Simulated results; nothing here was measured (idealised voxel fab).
Module name: voxel transistor to metal (process module)
In the cross-section labelled cut, the width is 215 nm and each square cell is 5 nm.
A cross-section is a grid of square cells, given in bands from the top down. A band is one or more rows of cells. Band entry format. Leading values: height of top, height of bottom, nm. Remainder: materials in left-to-right order, each with its width in nm. Special words: "full width" on a single material, which then fills the band edge to edge; "empty", empty space. Height is counted from the level 0, under which the received wafer is composed throughout of one material. The lowest of the bands is not closed at the bottom but continues downward, in the notation "0 down". When a width is written as two numbers, as in "30..40", the first number is the width in the top row of cells of the band and the second is the width in its bottom row, and the width changes by the same amount from each row to the next. The designation "stayed the same", where it is given for a processing step, indicates that no cell of the cross-section was altered in the course of that step. So "Sealed void inventory" is basically the list of trapped voids: any empty space of 8 cells or more that can't reach the top through an opening. They're written width x height at distance, the distance being from the left edge, and it's all nm. Heads up: the bit after the settings on a step's line is the simulator's remark on that step. Among the settings permitted on a step's line is "overlay nm"; applied to a step with a mask, it specifies the extent to which the mask lay to the right of its planned position, whereas a negative figure signifies a position to the left.
## This section lists the process steps that were planned
1) RECEIVE (material Si)
2) CONFORMAL_DEP (material SiO2; thk nm 5)
3) CONFORMAL_DEP (material SiN; thk nm 15)
4) DIRECTIONAL_DEP (material aC; thk nm 15)
5) PATTERN (tone cover; mask id ACTIVE; material resist; width nm 120; thk nm 35; overlay nm 0)
6) DIRECTIONAL_ETCH (etch materials aC; depth nm 15)
7) STRIP (etch materials resist)
8) DIRECTIONAL_ETCH (etch materials SiN; depth nm 15)
9) DIRECTIONAL_ETCH (etch materials SiO2; depth nm 5)
10) DIRECTIONAL_ETCH (etch materials Si; depth nm 20)
11) STRIP (etch materials aC)
12) OXIDIZE (depth nm 5)
13) FILL_DEP (material SiO2; thk nm 15)
14) CMP (height nm 20)
15) SELECTIVE_ETCH (etch materials SiO2; depth nm 10)
16) STRIP (etch materials SiN)
17) SELECTIVE_ETCH (etch materials SiO2; depth nm 5)
18) OXIDIZE (depth nm 5)
19) DIRECTIONAL_DEP (material polySi; thk nm 25)
20) DIRECTIONAL_DEP (material SiCN; thk nm 10)
21) MASKED_ETCH (tone cover; mask id GATE; width nm 30; etch materials SiCN; depth nm 20; overlay nm 0)
22) MASKED_ETCH (tone cover; mask id GATE; width nm 30; etch materials polySi; depth nm 35; overlay nm 0)
23) CONFORMAL_DEP (material SiO2; thk nm 5)
24) DIRECTIONAL_ETCH (etch materials SiO2; depth nm 5)
25) CONFORMAL_DEP (material SiN; thk nm 10)
26) DIRECTIONAL_ETCH (etch materials SiN; depth nm 10)
27) DIRECTIONAL_ETCH (etch materials SiO2; depth nm 5)
28) EPI (material nSi; thk nm 5)
29) FILL_DEP (material SiO2; thk nm 10)
30) CMP (height nm 25)
31) STRIP (etch materials polySi)
32) SELECTIVE_ETCH (etch materials SiO2; depth nm 5)
33) CONFORMAL_DEP (material HfO2; thk nm 5)
34) CONFORMAL_DEP (material TiN; thk nm 5)
35) FILL_DEP (material W; thk nm 10)
36) CMP (height nm 20)
37) DIRECTIONAL_DEP (material SiO2; thk nm 10)
38) PATTERN (tone open; mask id CONTACT; material resist; width nm 20; pitch nm 90; thk nm 20; overlay nm 0)
39) DIRECTIONAL_ETCH (etch materials SiO2; depth nm 30)
40) STRIP (etch materials resist)
41) CONFORMAL_DEP (material TiN; thk nm 5)
42) FILL_DEP (material Ru; thk nm 5)
43) CMP (height nm 30)
44) DIRECTIONAL_DEP (material TiN; thk nm 5)
45) DIRECTIONAL_DEP (material Ru; thk nm 15)
46) PATTERN (tone cover; mask id METAL_1; material resist; width nm 20; pitch nm 90; thk nm 20; overlay nm 0)
47) DIRECTIONAL_ETCH (etch materials Ru; depth nm 15)
48) DIRECTIONAL_ETCH (etch materials TiN; depth nm 5)
49) STRIP (etch materials resist)
50) CONFORMAL_DEP (material SiCN; thk nm 5)
51) FILL_DEP (material SiO2; thk nm 5)
52) CMP (height nm 50)
53) CONFORMAL_DEP (material SiN; thk nm 5)
## Wafer, first of two, run as planned
## Cross-section, incoming material, after step 1
0 down: Si full width
Sealed void inventory: none
## Take a look at the wafer's cross-section after step 2
5 to 0: SiO2 full width
Below 0 it's all the same as before, nothing changed down there.
## Take a look at the wafer's cross-section after step 3
20 to 5: SiN full width
Below 5 it's all the same as before, nothing changed down there.
## Take a look at the wafer's cross-section after step 4
35 to 20: aC full width
Below 20 it's all the same as before, nothing changed down there.
## Take a look at the wafer's cross-section after step 5
70 to 35: empty 45 nm / resist 120 nm / empty 50 nm
Below 35 it's all the same as before, nothing changed down there.
## Take a look at the wafer's cross-section after step 6
55 to 35: empty 45 nm / resist 120 nm / empty 50 nm
35 to 20: empty 45 nm / aC 120 nm / empty 50 nm
Below 20 it's all the same as before, nothing changed down there.
## Take a look at the wafer's cross-section after step 7
35 to 20: empty 45 nm / aC 120 nm / empty 50 nm
Below 20 it's all the same as before, nothing changed down there.
## Take a look at the wafer's cross-section after step 8
35 to 20: empty 45 nm / aC 120 nm / empty 50 nm
20 to 5: empty 45 nm / SiN 120 nm / empty 50 nm
Below 5 it's all the same as before, nothing changed down there.
## Take a look at the wafer's cross-section after step 9
35 to 20: empty 45 nm / aC 120 nm / empty 50 nm
20 to 5: empty 45 nm / SiN 120 nm / empty 50 nm
5 to 0: empty 45 nm / SiO2 120 nm / empty 50 nm
Below 0 it's all the same as before, nothing changed down there.
## Take a look at the wafer's cross-section after step 10
35 to 20: empty 45 nm / aC 120 nm / empty 50 nm
20 to 5: empty 45 nm / SiN 120 nm / empty 50 nm
5 to 0: empty 45 nm / SiO2 120 nm / empty 50 nm
0 to -20: empty 45 nm / Si 120 nm / empty 50 nm
Below -20 it's all the same as before, nothing changed down there.
## Take a look at the wafer's cross-section after step 11
20 to 5: empty 45 nm / SiN 120 nm / empty 50 nm
Below 5 it's all the same as before, nothing changed down there.
## Take a look at the wafer's cross-section after step 12
20 to 5: empty 45 nm / SiN 120 nm / empty 50 nm
5 to 0: empty 45 nm / SiO2 120 nm / empty 50 nm
0 to -20: empty 45 nm / SiO2 5 nm / Si 110 nm / SiO2 5 nm / empty 50 nm
-20 to -25: SiO2 50 nm / Si 110 nm / SiO2 55 nm
Below -25 it's all the same as before, nothing changed down there.
## Take a look at the wafer's cross-section after step 13
35 to 20: SiO2 full width
20 to 5: SiO2 45 nm / SiN 120 nm / SiO2 50 nm
5 to 0: SiO2 full width
0 to -25: SiO2 50 nm / Si 110 nm / SiO2 55 nm
Below -25 it's all the same as before, nothing changed down there.
## Take a look at the wafer's cross-section after step 14
20 to 5: SiO2 45 nm / SiN 120 nm / SiO2 50 nm
Below 5 it's all the same as before, nothing changed down there.
## Take a look at the wafer's cross-section after step 15
20 to 10: empty 45 nm / SiN 120 nm / empty 50 nm
Below 10 it's all the same as before, nothing changed down there.
## Take a look at the wafer's cross-section after step 16
10 to 5: SiO2 45 nm / empty 120 nm / SiO2 50 nm
Below 5 it's all the same as before, nothing changed down there.
## Take a look at the wafer's cross-section after step 17
5 to 0: SiO2 40 nm / empty 130 nm / SiO2 45 nm
Below 0 it's all the same as before, nothing changed down there.
## Take a look at the wafer's cross-section after step 18
5 to 0: SiO2 40 nm / empty 130 nm / SiO2 45 nm
0 to -5: SiO2 full width
Below -5 it's all the same as before, nothing changed down there.
## Take a look at the wafer's cross-section after step 19
30 to 25: polySi 40 nm / empty 130 nm / polySi 45 nm
25 to 5: polySi full width
5 to 0: SiO2 40 nm / polySi 130 nm / SiO2 45 nm
Below 0 it's all the same as before, nothing changed down there.
## Take a look at the wafer's cross-section after step 20
40 to 35: SiCN 40 nm / empty 130 nm / SiCN 45 nm
35 to 30: SiCN full width
30 to 25: polySi 40 nm / SiCN 130 nm / polySi 45 nm
Below 25 it's all the same as before, nothing changed down there.
## Take a look at the wafer's cross-section after step 21
35 to 30: empty 90 nm / SiCN 30 nm / empty 95 nm
30 to 25: polySi 40 nm / empty 50 nm / SiCN 30 nm / empty 50 nm / polySi 45 nm
Below 25 it's all the same as before, nothing changed down there.
## Take a look at the wafer's cross-section after step 22
35 to 25: empty 90 nm / SiCN 30 nm / empty 95 nm
25 to 5: empty 90 nm / polySi 30 nm / empty 95 nm
5 to 0: SiO2 40 nm / empty 50 nm / polySi 30 nm / empty 50 nm / SiO2 45 nm
Below 0 it's all the same as before, nothing changed down there.
## Take a look at the wafer's cross-section after step 23
40 to 35: empty 85 nm / SiO2 40 nm / empty 90 nm
35 to 25: empty 85 nm / SiO2 5 nm / SiCN 30 nm / SiO2 5 nm / empty 90 nm
25 to 10: empty 85 nm / SiO2 5 nm / polySi 30 nm / SiO2 5 nm / empty 90 nm
10 to 5: SiO2 45 nm / empty 40 nm / SiO2 5 nm / polySi 30 nm / SiO2 5 nm / empty 40 nm / SiO2 50 nm
5 to 0: SiO2 90 nm / polySi 30 nm / SiO2 95 nm
Below 0 it's all the same as before, nothing changed down there.
## Take a look at the wafer's cross-section after step 24
35 to 25: empty 85 nm / SiO2 5 nm / SiCN 30 nm / SiO2 5 nm / empty 90 nm
25 to 5: empty 85 nm / SiO2 5 nm / polySi 30 nm / SiO2 5 nm / empty 90 nm
5 to 0: SiO2 45 nm / empty 40 nm / SiO2 5 nm / polySi 30 nm / SiO2 5 nm / empty 40 nm / SiO2 50 nm
Below 0 it's all the same as before, nothing changed down there.
## Take a look at the wafer's cross-section after step 25
45 to 35: empty 75 nm / SiN 60 nm / empty 80 nm
35 to 25: empty 75 nm / SiN 10 nm / SiO2 5 nm / SiCN 30 nm / SiO2 5 nm / SiN 10 nm / empty 80 nm
25 to 15: empty 75 nm / SiN 10 nm / SiO2 5 nm / polySi 30 nm / SiO2 5 nm / SiN 10 nm / empty 80 nm
15 to 10: SiN 55 nm / empty 20 nm / SiN 10 nm / SiO2 5 nm / polySi 30 nm / SiO2 5 nm / SiN 10 nm / empty 20 nm / SiN 60 nm
10 to 5: SiN 85 nm / SiO2 5 nm / polySi 30 nm / SiO2 5 nm / SiN 90 nm
5 to 0: SiO2 45 nm / SiN 40 nm / SiO2 5 nm / polySi 30 nm / SiO2 5 nm / SiN 40 nm / SiO2 50 nm
Below 0 it's all the same as before, nothing changed down there.
## Take a look at the wafer's cross-section after step 26
35 to 25: empty 75 nm / SiN 10 nm / SiO2 5 nm / SiCN 30 nm / SiO2 5 nm / SiN 10 nm / empty 80 nm
25 to 5: empty 75 nm / SiN 10 nm / SiO2 5 nm / polySi 30 nm / SiO2 5 nm / SiN 10 nm / empty 80 nm
5 to 0: SiO2 45 nm / SiN 10 nm / empty 20 nm / SiN 10 nm / SiO2 5 nm / polySi 30 nm / SiO2 5 nm / SiN 10 nm / empty 20 nm / SiN 10 nm / SiO2 50 nm
Below 0 it's all the same as before, nothing changed down there.
## Take a look at the wafer's cross-section after step 27
35 to 30: empty 75 nm / SiN 10 nm / empty 5 nm / SiCN 30 nm / empty 5 nm / SiN 10 nm / empty 80 nm
30 to 25: empty 75 nm / SiN 10 nm / SiO2 5 nm / SiCN 30 nm / SiO2 5 nm / SiN 10 nm / empty 80 nm
25 to 5: empty 75 nm / SiN 10 nm / SiO2 5 nm / polySi 30 nm / SiO2 5 nm / SiN 10 nm / empty 80 nm
5 to 0: empty 45 nm / SiN 10 nm / empty 20 nm / SiN 10 nm / SiO2 5 nm / polySi 30 nm / SiO2 5 nm / SiN 10 nm / empty 20 nm / SiN 10 nm / empty 50 nm
0 to -5: SiO2 55 nm / empty 20 nm / SiO2 60 nm / empty 20 nm / SiO2 60 nm
Below -5 it's all the same as before, nothing changed down there.
## Take a look at the wafer's cross-section after step 28
35 to 30: empty 75 nm / SiN 10 nm / empty 5 nm / SiCN 30 nm / empty 5 nm / SiN 10 nm / empty 80 nm
30 to 25: empty 75 nm / SiN 10 nm / SiO2 5 nm / SiCN 30 nm / SiO2 5 nm / SiN 10 nm / empty 80 nm
25 to 5: empty 75 nm / SiN 10 nm / SiO2 5 nm / polySi 30 nm / SiO2 5 nm / SiN 10 nm / empty 80 nm
5 to 0: empty 45 nm / SiN 10 nm / empty 20 nm / SiN 10 nm / SiO2 5 nm / polySi 30 nm / SiO2 5 nm / SiN 10 nm / empty 20 nm / SiN 10 nm / empty 50 nm
0 to -5: SiO2 55 nm / nSi 20 nm / SiO2 60 nm / nSi 20 nm / SiO2 60 nm
Below -5 it's all the same as before, nothing changed down there.
## Take a look at the wafer's cross-section after step 29
45 to 35: SiO2 full width
35 to 25: SiO2 75 nm / SiN 10 nm / SiO2 5 nm / SiCN 30 nm / SiO2 5 nm / SiN 10 nm / SiO2 80 nm
25 to 5: SiO2 75 nm / SiN 10 nm / SiO2 5 nm / polySi 30 nm / SiO2 5 nm / SiN 10 nm / SiO2 80 nm
5 to 0: SiO2 45 nm / SiN 10 nm / SiO2 20 nm / SiN 10 nm / SiO2 5 nm / polySi 30 nm / SiO2 5 nm / SiN 10 nm / SiO2 20 nm / SiN 10 nm / SiO2 50 nm
Below 0 it's all the same as before, nothing changed down there.
## Take a look at the wafer's cross-section after step 30
25 to 5: SiO2 75 nm / SiN 10 nm / SiO2 5 nm / polySi 30 nm / SiO2 5 nm / SiN 10 nm / SiO2 80 nm
Below 5 it's all the same as before, nothing changed down there.
## Take a look at the wafer's cross-section after step 31
25 to 5: SiO2 75 nm / SiN 10 nm / SiO2 5 nm / empty 30 nm / SiO2 5 nm / SiN 10 nm / SiO2 80 nm
5 to 0: SiO2 45 nm / SiN 10 nm / SiO2 20 nm / SiN 10 nm / SiO2 5 nm / empty 30 nm / SiO2 5 nm / SiN 10 nm / SiO2 20 nm / SiN 10 nm / SiO2 50 nm
Below 0 it's all the same as before, nothing changed down there.
## Take a look at the wafer's cross-section after step 32
25 to 20: empty 75 nm / SiN 10 nm / empty 40 nm / SiN 10 nm / empty 80 nm
20 to 5: SiO2 75 nm / SiN 10 nm / empty 40 nm / SiN 10 nm / SiO2 80 nm
5 to 0: SiO2 45 nm / SiN 10 nm / SiO2 20 nm / SiN 10 nm / empty 40 nm / SiN 10 nm / SiO2 20 nm / SiN 10 nm / SiO2 50 nm
0 to -5: SiO2 55 nm / nSi 20 nm / SiO2 10 nm / empty 40 nm / SiO2 10 nm / nSi 20 nm / SiO2 60 nm
Below -5 it's all the same as before, nothing changed down there.
## Take a look at the wafer's cross-section after step 33
30 to 25: empty 70 nm / HfO2 20 nm / empty 30 nm / HfO2 20 nm / empty 75 nm
25 to 20: HfO2 75 nm / SiN 10 nm / HfO2 5 nm / empty 30 nm / HfO2 5 nm / SiN 10 nm / HfO2 80 nm
20 to 5: SiO2 75 nm / SiN 10 nm / HfO2 5 nm / empty 30 nm / HfO2 5 nm / SiN 10 nm / SiO2 80 nm
5 to 0: SiO2 45 nm / SiN 10 nm / SiO2 20 nm / SiN 10 nm / HfO2 5 nm / empty 30 nm / HfO2 5 nm / SiN 10 nm / SiO2 20 nm / SiN 10 nm / SiO2 50 nm
0 to -5: SiO2 55 nm / nSi 20 nm / SiO2 10 nm / HfO2 40 nm / SiO2 10 nm / nSi 20 nm / SiO2 60 nm
Below -5 it's all the same as before, nothing changed down there.
## Take a look at the wafer's cross-section after step 34
35 to 30: empty 65 nm / TiN 30 nm / empty 20 nm / TiN 30 nm / empty 70 nm
30 to 25: TiN 70 nm / HfO2 20 nm / TiN 5 nm / empty 20 nm / TiN 5 nm / HfO2 20 nm / TiN 75 nm
25 to 20: HfO2 75 nm / SiN 10 nm / HfO2 5 nm / TiN 5 nm / empty 20 nm / TiN 5 nm / HfO2 5 nm / SiN 10 nm / HfO2 80 nm
20 to 5: SiO2 75 nm / SiN 10 nm / HfO2 5 nm / TiN 5 nm / empty 20 nm / TiN 5 nm / HfO2 5 nm / SiN 10 nm / SiO2 80 nm
5 to 0: SiO2 45 nm / SiN 10 nm / SiO2 20 nm / SiN 10 nm / HfO2 5 nm / TiN 30 nm / HfO2 5 nm / SiN 10 nm / SiO2 20 nm / SiN 10 nm / SiO2 50 nm
Below 0 it's all the same as before, nothing changed down there.
## Take a look at the wafer's cross-section after step 35
45 to 35: W full width
35 to 30: W 65 nm / TiN 30 nm / W 20 nm / TiN 30 nm / W 70 nm
30 to 25: TiN 70 nm / HfO2 20 nm / TiN 5 nm / W 20 nm / TiN 5 nm / HfO2 20 nm / TiN 75 nm
25 to 20: HfO2 75 nm / SiN 10 nm / HfO2 5 nm / TiN 5 nm / W 20 nm / TiN 5 nm / HfO2 5 nm / SiN 10 nm / HfO2 80 nm
20 to 5: SiO2 75 nm / SiN 10 nm / HfO2 5 nm / TiN 5 nm / W 20 nm / TiN 5 nm / HfO2 5 nm / SiN 10 nm / SiO2 80 nm
Below 5 it's all the same as before, nothing changed down there.
## Take a look at the wafer's cross-section after step 36
20 to 5: SiO2 75 nm / SiN 10 nm / HfO2 5 nm / TiN 5 nm / W 20 nm / TiN 5 nm / HfO2 5 nm / SiN 10 nm / SiO2 80 nm
Below 5 it's all the same as before, nothing changed down there.
## Take a look at the wafer's cross-section after step 37
30 to 20: SiO2 full width
Below 20 it's all the same as before, nothing changed down there.
## Take a look at the wafer's cross-section after step 38
50 to 30: resist 50 nm / empty 20 nm / resist 70 nm / empty 20 nm / resist 55 nm
Below 30 it's all the same as before, nothing changed down there.
## Take a look at the wafer's cross-section after step 39
50 to 30: resist 50 nm / empty 20 nm / resist 70 nm / empty 20 nm / resist 55 nm
30 to 20: SiO2 50 nm / empty 20 nm / SiO2 70 nm / empty 20 nm / SiO2 55 nm
20 to 5: SiO2 50 nm / empty 20 nm / SiO2 5 nm / SiN 10 nm / HfO2 5 nm / TiN 5 nm / W 20 nm / TiN 5 nm / HfO2 5 nm / SiN 10 nm / SiO2 5 nm / empty 20 nm / SiO2 55 nm
5 to 0: SiO2 45 nm / SiN 10 nm / empty 15 nm / SiO2 5 nm / SiN 10 nm / HfO2 5 nm / TiN 30 nm / HfO2 5 nm / SiN 10 nm / SiO2 5 nm / empty 15 nm / SiN 10 nm / SiO2 50 nm
Below 0 it's all the same as before, nothing changed down there.
## Take a look at the wafer's cross-section after step 40
30 to 20: SiO2 50 nm / empty 20 nm / SiO2 70 nm / empty 20 nm / SiO2 55 nm
Below 20 it's all the same as before, nothing changed down there.
## Take a look at the wafer's cross-section after step 41
35 to 30: TiN 55 nm / empty 10 nm / TiN 80 nm / empty 10 nm / TiN 60 nm
30 to 20: SiO2 50 nm / TiN 5 nm / empty 10 nm / TiN 5 nm / SiO2 70 nm / TiN 5 nm / empty 10 nm / TiN 5 nm / SiO2 55 nm
20 to 10: SiO2 50 nm / TiN 5 nm / empty 10 nm / TiN 5 nm / SiO2 5 nm / SiN 10 nm / HfO2 5 nm / TiN 5 nm / W 20 nm / TiN 5 nm / HfO2 5 nm / SiN 10 nm / SiO2 5 nm / TiN 5 nm / empty 10 nm / TiN 5 nm / SiO2 55 nm
10 to 5: SiO2 50 nm / TiN 10 nm / empty 5 nm / TiN 5 nm / SiO2 5 nm / SiN 10 nm / HfO2 5 nm / TiN 5 nm / W 20 nm / TiN 5 nm / HfO2 5 nm / SiN 10 nm / SiO2 5 nm / TiN 5 nm / empty 5 nm / TiN 10 nm / SiO2 55 nm
5 to 0: SiO2 45 nm / SiN 10 nm / TiN 15 nm / SiO2 5 nm / SiN 10 nm / HfO2 5 nm / TiN 30 nm / HfO2 5 nm / SiN 10 nm / SiO2 5 nm / TiN 15 nm / SiN 10 nm / SiO2 50 nm
Below 0 it's all the same as before, nothing changed down there.
## Take a look at the wafer's cross-section after step 42
40 to 35: Ru full width
35 to 30: TiN 55 nm / Ru 10 nm / TiN 80 nm / Ru 10 nm / TiN 60 nm
30 to 20: SiO2 50 nm / TiN 5 nm / Ru 10 nm / TiN 5 nm / SiO2 70 nm / TiN 5 nm / Ru 10 nm / TiN 5 nm / SiO2 55 nm
20 to 10: SiO2 50 nm / TiN 5 nm / Ru 10 nm / TiN 5 nm / SiO2 5 nm / SiN 10 nm / HfO2 5 nm / TiN 5 nm / W 20 nm / TiN 5 nm / HfO2 5 nm / SiN 10 nm / SiO2 5 nm / TiN 5 nm / Ru 10 nm / TiN 5 nm / SiO2 55 nm
10 to 5: SiO2 50 nm / TiN 10 nm / Ru 5 nm / TiN 5 nm / SiO2 5 nm / SiN 10 nm / HfO2 5 nm / TiN 5 nm / W 20 nm / TiN 5 nm / HfO2 5 nm / SiN 10 nm / SiO2 5 nm / TiN 5 nm / Ru 5 nm / TiN 10 nm / SiO2 55 nm
Below 5 it's all the same as before, nothing changed down there.
## Take a look at the wafer's cross-section after step 43
30 to 20: SiO2 50 nm / TiN 5 nm / Ru 10 nm / TiN 5 nm / SiO2 70 nm / TiN 5 nm / Ru 10 nm / TiN 5 nm / SiO2 55 nm
Below 20 it's all the same as before, nothing changed down there.
## Take a look at the wafer's cross-section after step 44
35 to 30: TiN full width
Below 30 it's all the same as before, nothing changed down there.
## Take a look at the wafer's cross-section after step 45
50 to 35: Ru full width
Below 35 it's all the same as before, nothing changed down there.
## Take a look at the wafer's cross-section after step 46
70 to 50: empty 50 nm / resist 20 nm / empty 70 nm / resist 20 nm / empty 55 nm
Below 50 it's all the same as before, nothing changed down there.
## Take a look at the wafer's cross-section after step 47
70 to 50: empty 50 nm / resist 20 nm / empty 70 nm / resist 20 nm / empty 55 nm
50 to 35: empty 50 nm / Ru 20 nm / empty 70 nm / Ru 20 nm / empty 55 nm
Below 35 it's all the same as before, nothing changed down there.
## Take a look at the wafer's cross-section after step 48
70 to 50: empty 50 nm / resist 20 nm / empty 70 nm / resist 20 nm / empty 55 nm
50 to 35: empty 50 nm / Ru 20 nm / empty 70 nm / Ru 20 nm / empty 55 nm
35 to 30: empty 50 nm / TiN 20 nm / empty 70 nm / TiN 20 nm / empty 55 nm
Below 30 it's all the same as before, nothing changed down there.
## Take a look at the wafer's cross-section after step 49
50 to 35: empty 50 nm / Ru 20 nm / empty 70 nm / Ru 20 nm / empty 55 nm
Below 35 it's all the same as before, nothing changed down there.
## Take a look at the wafer's cross-section after step 50
55 to 50: empty 45 nm / SiCN 30 nm / empty 60 nm / SiCN 30 nm / empty 50 nm
50 to 35: empty 45 nm / SiCN 5 nm / Ru 20 nm / SiCN 5 nm / empty 60 nm / SiCN 5 nm / Ru 20 nm / SiCN 5 nm / empty 50 nm
35 to 30: SiCN 50 nm / TiN 20 nm / SiCN 70 nm / TiN 20 nm / SiCN 55 nm
Below 30 it's all the same as before, nothing changed down there.
## Take a look at the wafer's cross-section after step 51
60 to 55: SiO2 full width
55 to 50: SiO2 45 nm / SiCN 30 nm / SiO2 60 nm / SiCN 30 nm / SiO2 50 nm
50 to 35: SiO2 45 nm / SiCN 5 nm / Ru 20 nm / SiCN 5 nm / SiO2 60 nm / SiCN 5 nm / Ru 20 nm / SiCN 5 nm / SiO2 50 nm
Below 35 it's all the same as before, nothing changed down there.
## Take a look at the wafer's cross-section after step 52
50 to 35: SiO2 45 nm / SiCN 5 nm / Ru 20 nm / SiCN 5 nm / SiO2 60 nm / SiCN 5 nm / Ru 20 nm / SiCN 5 nm / SiO2 50 nm
Below 35 it's all the same as before, nothing changed down there.
## Take a look at the wafer's cross-section after step 53
55 to 50: SiN full width
Below 50 it's all the same as before, nothing changed down there.
## Wafer two: like wafer one in start and plan, but with one mistake in execution; identical up to and including step 45
## At the planned end of step 46, the second wafer in cross-section
70 to 50: empty 40 nm / resist 20 nm / empty 70 nm / resist 20 nm / empty 65 nm
Below 50 it's all the same as before, nothing changed down there.
## At the planned end of step 47, the second wafer in cross-section
70 to 50: empty 40 nm / resist 20 nm / empty 70 nm / resist 20 nm / empty 65 nm
50 to 35: empty 40 nm / Ru 20 nm / empty 70 nm / Ru 20 nm / empty 65 nm
Below 35 it's all the same as before, nothing changed down there.
## At the planned end of step 48, the second wafer in cross-section
70 to 50: empty 40 nm / resist 20 nm / empty 70 nm / resist 20 nm / empty 65 nm
50 to 35: empty 40 nm / Ru 20 nm / empty 70 nm / Ru 20 nm / empty 65 nm
35 to 30: empty 40 nm / TiN 20 nm / empty 70 nm / TiN 20 nm / empty 65 nm
Below 30 it's all the same as before, nothing changed down there.
## At the planned end of step 49, the second wafer in cross-section
50 to 35: empty 40 nm / Ru 20 nm / empty 70 nm / Ru 20 nm / empty 65 nm
Below 35 it's all the same as before, nothing changed down there.
## At the planned end of step 50, the second wafer in cross-section
55 to 50: empty 35 nm / SiCN 30 nm / empty 60 nm / SiCN 30 nm / empty 60 nm
50 to 35: empty 35 nm / SiCN 5 nm / Ru 20 nm / SiCN 5 nm / empty 60 nm / SiCN 5 nm / Ru 20 nm / SiCN 5 nm / empty 60 nm
35 to 30: SiCN 40 nm / TiN 20 nm / SiCN 70 nm / TiN 20 nm / SiCN 65 nm
Below 30 it's all the same as before, nothing changed down there.
## At the planned end of step 51, the second wafer in cross-section
60 to 55: SiO2 full width
55 to 50: SiO2 35 nm / SiCN 30 nm / SiO2 60 nm / SiCN 30 nm / SiO2 60 nm
50 to 35: SiO2 35 nm / SiCN 5 nm / Ru 20 nm / SiCN 5 nm / SiO2 60 nm / SiCN 5 nm / Ru 20 nm / SiCN 5 nm / SiO2 60 nm
Below 35 it's all the same as before, nothing changed down there.
## At the planned end of step 52, the second wafer in cross-section
50 to 35: SiO2 35 nm / SiCN 5 nm / Ru 20 nm / SiCN 5 nm / SiO2 60 nm / SiCN 5 nm / Ru 20 nm / SiCN 5 nm / SiO2 60 nm
Below 35 it's all the same as before, nothing changed down there.
## At the planned end of step 53, the second wafer in cross-section
55 to 50: SiN full width
Below 50 it's all the same as before, nothing changed down there.
The mistake made against the process plan was this: step 46 ran as: PATTERN (tone cover; mask id METAL_1; material resist; width nm 20; pitch nm 90; thk nm 20; overlay nm -10)
The concluding comparison shows that, measured in cells, each material is equally abundant on both wafers, albeit at different positions.
